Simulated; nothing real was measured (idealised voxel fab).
process module | voxel trench capacitor
cross-section cut | 245 nm wide | cells 5 nm
A cross-section is a grid of square cells, given in bands from the top down. A band is one or more rows of cells.
Each band's line starts with the height of the band's top and of its bottom, in nm. Then come its materials from left to right, each with its width in nm. One material with "throughout" fills the band from edge to edge. "air" is empty space.
Height 0 is the level under which the wafer as received is all one material. The lowest band goes on downwards, as in "0 down".
A width such as "30 to 40" changes by the same amount from each row of cells to the next, from the band's top row to its bottom row.
"no change" after a step means that no cell of the cross-section changed.
closed voids: empty space of 8 cells or more with no open way to the top, each as width x height at its distance from the left edge, in nm
after a step's settings: what the simulator itself notes on the step
overlay nm, on a step with a mask: how far to the right of its planned place the mask lay; to the left if negative
plan
1 op RECEIVE | material Si
2 op CONFORMAL_DEP | material SiN | thk nm 5
3 op PATTERN | tone open | mask id TRENCH | material resist | width nm 25 | pitch nm 40 | thk nm 20 | overlay nm 0
4 op DIRECTIONAL_ETCH | etch materials SiN | depth nm 5
5 op DIRECTIONAL_ETCH | etch materials Si | depth nm 40
6 op STRIP | etch materials resist
7 op CONFORMAL_DEP | material Al2O3 | thk nm 5
8 op CONFORMAL_DEP | material TiN | thk nm 5
9 op FILL_DEP | material W | thk nm 10
10 op CMP | height nm 5
as received, after step 1
  0 down: Si throughout
  closed voids: none
a wafer at the end: this start, this plan, one mistake
  5 to 0: SiN 70 | TiN 5 | Al2O3 5 | W 5 | Al2O3 5 | TiN 5 | SiN 15 | TiN 5 | Al2O3 5 | W 5 | Al2O3 5 | TiN 5 | SiN 15 | TiN 5 | Al2O3 5 | W 5 | Al2O3 5 | TiN 5 | SiN 70
  0 to -30: Si 70 | TiN 5 | Al2O3 5 | W 5 | Al2O3 5 | TiN 5 | Si 15 | TiN 5 | Al2O3 5 | W 5 | Al2O3 5 | TiN 5 | Si 15 | TiN 5 | Al2O3 5 | W 5 | Al2O3 5 | TiN 5 | Si 70
  -30 to -35: Si 70 | TiN 5 | Al2O3 15 | TiN 5 | Si 15 | TiN 5 | Al2O3 15 | TiN 5 | Si 15 | TiN 5 | Al2O3 15 | TiN 5 | Si 70
  -35 to -40: Si 70 | TiN 25 | Si 15 | TiN 25 | Si 15 | TiN 25 | Si 70
  -40 down: Si throughout
  closed voids: none
what went wrong: steps 7 and 8 were swapped
